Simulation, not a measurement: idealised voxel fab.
voxel released beams: a process module
FYI the section here is cut, 140 nm wide, cells are 5 nm squares.
In what follows, cross-sections appear as grids of square cells, described through bands that run from the top down, where every band is one or more rows of cells.
Top, bottom (nm), then materials left to right with widths (nm); lone material tagged "everywhere" fills the whole band edge to edge; "blank" = empty space.
Height 0 is the level under which the wafer as received is all one material. The lowest band goes on downwards, as in "0 down".
The notation "30 to 40" denotes a width that varies across the rows of cells in the band, beginning at the first number in the top row, finishing at the second number in the bottom row, and changing by an identical amount from each row to the next.
Where a step carries "nothing altered", the cross-section came out of it unchanged, cell for cell.
For the entry "Completely enclosed voids", the listed items are empty spaces with no open way to the top whose size is 8 cells or more; each item follows the pattern width x height at distance, where distance is from the left edge and all three are in nm.
Post-settings text on a step line: simulator's own remark regarding the step.
On any step carrying a mask, the "overlay nm" setting, if present on the step's line, tells how far right of its planned place the mask lay; negative values point to the left.

-- Intended process steps
1. op RECEIVE | material Si
2. op CONFORMAL_DEP | material Al2O3 | thk nm 10
3. op DIRECTIONAL_DEP | material SiO2 | thk nm 15
4. op MASKED_ETCH | tone open | mask id ANCHOR | width nm 25 | etch materials SiO2 | depth nm 15 | overlay nm 0
5. op CONFORMAL_DEP | material W | thk nm 10
6. op MASKED_ETCH | tone cover | mask id BEAM | width nm 70 | etch materials W | depth nm 10 | overlay nm 0
7. op STRIP | etch materials SiO2

-- So this is the incoming wafer in cross-section - it's already been through step 1
0 down | Si everywhere
Completely enclosed voids: none

-- End-of-module cross-section. Starting structure and process plan as above; one mistake made in running it
35 to 25 | 30 nm blank; 15 nm W; 10 nm blank; 45 nm W; 40 nm blank
25 to 20 | 35 nm blank; 10 nm W; 10 nm blank; 10 nm W; 75 nm blank
20 to 10 | 35 nm blank; 30 nm W; 75 nm blank
10 to 0 | Al2O3 everywhere
0 down | Si everywhere
Completely enclosed voids: none
Where did the run depart from the plan? step 4 was run on a setting that differed from the plan, and what really ran there is op MASKED_ETCH | tone open | mask id ANCHOR | width nm 30 | etch materials SiO2 | depth nm 15 | overlay nm 0
